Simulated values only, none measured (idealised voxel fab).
Process module in this document: voxel lift off
Displayed cross-section: cut, width of 245 nm, square cells sized 5 nm.
Think of the cross-section as a grid of square cells. We describe it in bands, top to bottom, and each band covers one or more rows of those cells. Look at the band entry: it leads with the top's height and the bottom's height in nm. Then it lists the materials left to right, with a width in nm for each. The word "full width" on a single material says that material fills the band edge to edge. The word "empty" is empty space. Heights are reckoned from 0. Under this level, the received wafer is all of one material. The bottommost band is open-ended downward, for example "top 0, no bottom". A width given as "30..40" starts at the first number in the band's top row and ends at the second number in its bottom row, shifting by an equal amount at every step from row to row. It should be understood that the words "identical to before", when stated for a given step, signify that the cross-section underwent no change in any of its cells during that step. Closed void table: empty space of 8 cells or more with no open way to the top, each as width x height at its distance from the left edge, in nm. Formally, on a step line, whatever follows the settings is a remark that the simulator itself makes on the step. overlay nm: right-of-plan distance of the mask on a masked step; negative values mean left-of-plan.
So here's the lineup of process steps we planned:
- 1: RECEIVE,material Si
- 2: CONFORMAL_DEP,material SiO2,thk nm 5
- 3: PATTERN,tone open,mask id LINES,material resist,width nm 30,pitch nm 55,thk nm 20,overlay nm 0
- 4: DIRECTIONAL_DEP,material Ru,thk nm 10
- 5: STRIP,etch materials resist
- 6: CONFORMAL_DEP,material SiO2,thk nm 5
First wafer of two (run as planned):
As received (post step 1): cross-section:
top 0, no bottom  Si full width
Closed void table: none
The following cross-section depicts the wafer upon completion of step 2:
top 5, bottom 0  SiO2 full width
Everything under 0 stays put, no change at all.
The following cross-section depicts the wafer upon completion of step 3:
top 25, bottom 5  resist 80 nm  empty 30 nm  resist 25 nm  empty 30 nm  resist 80 nm
Everything under 5 stays put, no change at all.
The following cross-section depicts the wafer upon completion of step 4:
top 35, bottom 25  Ru 80 nm  empty 30 nm  Ru 25 nm  empty 30 nm  Ru 80 nm
top 25, bottom 15  resist 80 nm  empty 30 nm  resist 25 nm  empty 30 nm  resist 80 nm
top 15, bottom 5  resist 80 nm  Ru 30 nm  resist 25 nm  Ru 30 nm  resist 80 nm
Everything under 5 stays put, no change at all.
The following cross-section depicts the wafer upon completion of step 5:
top 15, bottom 5  empty 80 nm  Ru 30 nm  empty 25 nm  Ru 30 nm  empty 80 nm
Everything under 5 stays put, no change at all.
The following cross-section depicts the wafer upon completion of step 6:
top 20, bottom 15  empty 75 nm  SiO2 40 nm  empty 15 nm  SiO2 40 nm  empty 75 nm
top 15, bottom 10  empty 75 nm  SiO2 5 nm  Ru 30 nm  SiO2 5 nm  empty 15 nm  SiO2 5 nm  Ru 30 nm  SiO2 5 nm  empty 75 nm
top 10, bottom 5  SiO2 80 nm  Ru 30 nm  SiO2 25 nm  Ru 30 nm  SiO2 80 nm
Everything under 5 stays put, no change at all.
Second wafer - shared start and plan with the first - one error in running - same as the first up to step 4 inclusive:
Second wafer profile in section, at the moment step 5 of the plan was meant to be complete:
top 15, bottom 5  empty 80 nm  Ru 30 nm  empty 25 nm  Ru 30 nm  empty 80 nm
Everything under 5 stays put, no change at all.
Second wafer profile in section, at the moment step 6 of the plan was meant to be complete:
top 20, bottom 15  empty 75 nm  SiO2 40 nm  empty 15 nm  SiO2 40 nm  empty 75 nm
top 15, bottom 10  empty 75 nm  SiO2 5 nm  Ru 30 nm  SiO2 5 nm  empty 15 nm  SiO2 5 nm  Ru 30 nm  SiO2 5 nm  empty 75 nm
top 10, bottom 5  SiO2 80 nm  Ru 30 nm  SiO2 25 nm  Ru 30 nm  SiO2 80 nm
Everything under 5 stays put, no change at all.
Short version of what went wrong: plan step 5 was conducted twice
The final cross-section is the same for the two wafers, so this model computes the same thing whether or not the mistake was made.
